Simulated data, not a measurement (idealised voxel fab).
Process module in this document: voxel gate over fins
Section cut is 235 nm wide and gridded with 5 nm square cells.
Bands, listed from the top down, are how a cross-section gets written in this document; the cross-section itself is a grid of square cells, and a band is one or more rows of them.
Within each band entry, the heights of the top and of the bottom of the band appear first, in that order and in nm; the materials of the band then follow from left to right, each with its corresponding width in nm. The designation "full width" on a single material indicates that it fills the band from edge to edge; the designation "blank" indicates empty space.
Below 0: as-received wafer, all one material; heights counted from there. Lowest band: no bottom, goes on down, written "0 and below".
The notation "30..40" denotes a width that varies across the rows of cells in the band, beginning at the first number in the top row, finishing at the second number in the bottom row, and changing by an identical amount from each row to the next.
Where the words "no change" appear for a step, the cross-section shows no cell changed by that step; every cell remained as before.
The list in "Fully sealed voids" covers empty spaces of 8 cells or more that cannot reach the top through any open way, and it gives each as width x height at distance; the distance is from the left edge, and width, height and distance are in nm.
On each step's line, the part that comes after the settings is the simulator's own comment on the step.
"overlay nm" on a masked step: distance the mask lay right of its planned place, negative for left.
## Here's what the planned process steps look like
1. RECEIVE, material Si
2. CONFORMAL_DEP, material SiN, thk nm 5
3. MASKED_ETCH, tone cover, mask id FINS, width nm 15, pitch nm 55, etch materials SiN, depth nm 5, overlay nm 0
4. MASKED_ETCH, tone cover, mask id FINS, width nm 15, pitch nm 55, etch materials Si, depth nm 40, overlay nm 0
5. OXIDIZE, depth nm 5
6. FILL_DEP, material SiO2, thk nm 5
7. CMP, height nm 5
8. MASKED_ETCH, tone open, mask id RAIL, width nm 15, etch materials SiO2, depth nm 40, overlay nm 0
9. CONFORMAL_DEP, material TiN, thk nm 5
10. FILL_DEP, material W, thk nm 5
11. CMP, height nm 5
12. SELECTIVE_ETCH, etch materials W Ru TiN, depth nm 25
13. FILL_DEP, material SiO2, thk nm 5
14. CMP, height nm 5
15. SELECTIVE_ETCH, etch materials SiO2, depth nm 15
16. STRIP, etch materials SiN
17. CONFORMAL_DEP, material HfO2, thk nm 5
18. CONFORMAL_DEP, material TiN, thk nm 5
19. CONFORMAL_DEP, material TiAl, thk nm 5
20. CONFORMAL_DEP, material TiN, thk nm 5
21. FILL_DEP, material W, thk nm 10
22. CMP, height nm 25
23. CONFORMAL_DEP, material SiN, thk nm 10
## Incoming wafer in cross-section (state: after step 1)
- 0 and below  Si full width
- Fully sealed voids: none
## Starting structure and process plan are as shown above, but one mistake was made in running the module; the wafer cross-section at the end of the module follows
- 35 down to 25  SiN full width
- 25 down to 20  W full width
- 20 down to 15  40 nm W, then 45 nm TiN, then 10 nm W, then 45 nm TiN, then 10 nm W, then 45 nm TiN, then 40 nm W
- 15 down to 10  40 nm W, then 5 nm TiN, then 35 nm TiAl, then 5 nm TiN, then 10 nm W, then 5 nm TiN, then 35 nm TiAl, then 5 nm TiN, then 10 nm W, then 5 nm TiN, then 35 nm TiAl, then 5 nm TiN, then 40 nm W
- 10 down to 5  45 nm TiN, then 5 nm TiAl, then 25 nm TiN, then 5 nm TiAl, then 20 nm TiN, then 5 nm TiAl, then 25 nm TiN, then 5 nm TiAl, then 20 nm TiN, then 5 nm TiAl, then 25 nm TiN, then 5 nm TiAl, then 45 nm TiN
- 5 down to 0  50 nm TiAl, then 5 nm TiN, then 15 nm SiN, then 5 nm TiN, then 30 nm TiAl, then 5 nm TiN, then 15 nm SiN, then 5 nm TiN, then 30 nm TiAl, then 5 nm TiN, then 15 nm SiN, then 5 nm TiN, then 50 nm TiAl
- 0 down to -5  55 nm TiN, then 5 nm SiN, then 5 nm Si, then 5 nm SiN, then 40 nm TiN, then 5 nm SiN, then 5 nm Si, then 5 nm SiN, then 40 nm TiN, then 5 nm SiN, then 5 nm Si, then 5 nm SiN, then 55 nm TiN
- -5 down to -10  60 nm SiN, then 5 nm Si, then 50 nm SiN, then 5 nm Si, then 50 nm SiN, then 5 nm Si, then 60 nm SiN
- -10 down to -20  60 nm SiO2, then 5 nm Si, then 50 nm SiO2, then 5 nm Si, then 50 nm SiO2, then 5 nm Si, then 60 nm SiO2
- -20 down to -30  60 nm SiO2, then 5 nm Si, then 15 nm SiO2, then 5 nm TiN, then 5 nm W, then 5 nm TiN, then 20 nm SiO2, then 5 nm Si, then 50 nm SiO2, then 5 nm Si, then 60 nm SiO2
- -30 down to -35  60 nm SiO2, then 5 nm Si, then 15 nm SiO2, then 15 nm TiN, then 20 nm SiO2, then 5 nm Si, then 50 nm SiO2, then 5 nm Si, then 60 nm SiO2
- -35 down to -45  60 nm SiO2, then 5 nm Si, then 50 nm SiO2, then 5 nm Si, then 50 nm SiO2, then 5 nm Si, then 60 nm SiO2
- -45 and below  Si full width
- Fully sealed voids: none
Heads up, the wafer didn't run the way we planned it: step 17 was processed under conditions differing from the plan, specifically as CONFORMAL_DEP, material SiN, thk nm 5
